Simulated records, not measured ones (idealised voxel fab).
process module | voxel wiring stack
cross-section cut | 165 nm wide | cells 5 nm
A cross-section is a grid of square cells, given in bands from the top down. A band is one or more rows of cells.
Each band's line starts with the height of the band's top and of its bottom, in nm. Then come its materials from left to right, each with its width in nm. One material with "throughout" fills the band from edge to edge. "air" is empty space.
Height 0 is the level under which the wafer as received is all one material. The lowest band goes on downwards, as in "0 down".
A width such as "30 to 40" changes by the same amount from each row of cells to the next, from the band's top row to its bottom row.
"no change" after a step means that no cell of the cross-section changed.
closed voids: empty space of 8 cells or more with no open way to the top, each as width x height at its distance from the left edge, in nm
after a step's settings: what the simulator itself notes on the step
overlay nm, on a step with a mask: how far to the right of its planned place the mask lay; to the left if negative
plan
1 op RECEIVE | material Si
2 op CONFORMAL_DEP | material SiO2 | thk nm 15
3 op DIRECTIONAL_DEP | material TiN | thk nm 5
4 op DIRECTIONAL_DEP | material Ru | thk nm 15
5 op MASKED_ETCH | tone cover | mask id METAL_1 | width nm 25 | pitch nm 50 | etch materials Ru | depth nm 15 | overlay nm 0
6 op MASKED_ETCH | tone cover | mask id METAL_1 | width nm 25 | pitch nm 50 | etch materials TiN | depth nm 5 | overlay nm 0
7 op CONFORMAL_DEP | material SiCN | thk nm 5
8 op FILL_DEP | material SiO2 | thk nm 10
9 op CMP | height nm 35
10 op CONFORMAL_DEP | material SiCN | thk nm 5
11 op DIRECTIONAL_DEP | material SiO2 | thk nm 30
12 op MASKED_ETCH | tone open | mask id METAL_2 | width nm 25 | pitch nm 50 | etch materials SiO2 | depth nm 15 | overlay nm 0
13 op MASKED_ETCH | tone open | mask id METAL_2_HOLES | width nm 15 | etch materials SiO2 | depth nm 15 | overlay nm 0
14 op MASKED_ETCH | tone open | mask id METAL_2_HOLES | width nm 15 | etch materials SiCN | depth nm 5 | overlay nm 0
15 op CONFORMAL_DEP | material TiN | thk nm 5
16 op FILL_DEP | material Cu | thk nm 5
17 op CMP | height nm 70
18 op CONFORMAL_DEP | material SiCN | thk nm 5
as received, after step 1
  0 down: Si throughout
  closed voids: none
a wafer at the end: this start, this plan, one mistake
  75 to 70: SiCN throughout
  70 to 60: SiO2 45 | TiN 5 | Cu 15 | TiN 5 | SiO2 25 | TiN 5 | Cu 15 | TiN 5 | SiO2 45
  60 to 55: SiO2 45 | TiN 5 | Cu 5 | TiN 15 | SiO2 25 | TiN 25 | SiO2 45
  55 to 40: SiO2 45 | TiN 5 | Cu 5 | TiN 5 | SiO2 105
  40 to 35: SiCN 45 | TiN 15 | SiCN 105
  35 to 25: SiO2 40 | SiCN 5 | Ru 25 | SiCN 5 | SiO2 15 | SiCN 5 | Ru 25 | SiCN 5 | SiO2 40
  25 to 20: SiCN 45 | Ru 25 | SiCN 25 | Ru 25 | SiCN 45
  20 to 5: SiO2 throughout
  5 to 0: TiN throughout
  0 down: Si throughout
  closed voids: none
what went wrong: steps 2 and 3 were swapped
